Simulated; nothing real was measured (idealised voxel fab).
Process module, titled voxel released beams
The width of the displayed cross-section, cut, is 230 nm; its cells are square, with a size of 5 nm.
Square cells in a grid make up a cross-section in this document, and the grid is given as bands, listed from the top down, each one or more rows of cells. Each band's line starts with the height of the band's top and of its bottom, in nm. Then come its materials from left to right, each with its width in nm. One material with "all across" fills the band from edge to edge. "empty" is empty space. Height 0 is the level under which the wafer as received is all one material. The lowest band goes on downwards, as in "0..down". Width "30..40": first value at the band's top row of cells, second value at its bottom row, equal change from row to row. What does "changes: none" mean for a step? It means no cell of the cross-section changed in that step. So "Enclosed internal voids" is basically the list of trapped voids: any empty space of 8 cells or more that can't reach the top through an opening. They're written width x height at distance, the distance being from the left edge, and it's all nm. Past the settings on a step's line: simulator remark, on that step. Steps that use a mask can have "overlay nm" on their line. It says how far the mask sat to the right of where it was meant to be. Negative means to the left.
### Steps in the process plan
step 1: RECEIVE: material Si
step 2: CONFORMAL_DEP: material SiN, thk nm 5
step 3: DIRECTIONAL_DEP: material SiO2, thk nm 10
step 4: PATTERN: tone open, mask id ANCHOR, material resist, width nm 25, thk nm 20, overlay nm 0
step 5: DIRECTIONAL_ETCH: etch materials SiO2, depth nm 10
step 6: STRIP: etch materials resist
step 7: CONFORMAL_DEP: material polySi, thk nm 10
step 8: DIRECTIONAL_DEP: material aC, thk nm 10
step 9: PATTERN: tone cover, mask id BEAM, material resist, width nm 95, thk nm 30, overlay nm 0
step 10: DIRECTIONAL_ETCH: etch materials aC, depth nm 10
step 11: STRIP: etch materials resist
step 12: DIRECTIONAL_ETCH: etch materials polySi, depth nm 10
step 13: STRIP: etch materials aC
step 14: STRIP: etch materials SiO2
### As-received state of the wafer in cross-section, equivalent to post-step 1
* 0..down | Si all across
* Enclosed internal voids: none
### End-of-module XS, first of two wafers, run as planned
* 25..15 | empty 65 nm | polySi 15 nm | empty 5 nm | polySi 75 nm | empty 70 nm
* 15..5 | empty 70 nm | polySi 25 nm | empty 135 nm
* 5..0 | SiN all across
* 0..down | Si all across
* Enclosed internal voids: none
### Cross-sectional view: second of two wafers, end of module; start and plan identical to the first, one mistake in running
* 25..15 | empty 65 nm | polySi 10 nm | empty 15 nm | polySi 70 nm | empty 70 nm
* 15..5 | empty 65 nm | polySi 35 nm | empty 130 nm
* 5..0 | SiN all across
* 0..down | Si all across
* Enclosed internal voids: none
What went wrong in running the wafer? step 4 off recipe, ran as PATTERN: tone open, mask id ANCHOR, material resist, width nm 35, thk nm 20, overlay nm 0
In the final comparison it is observed that the number of cells assigned to each material is identical for the two wafers, whereas their placement is not.
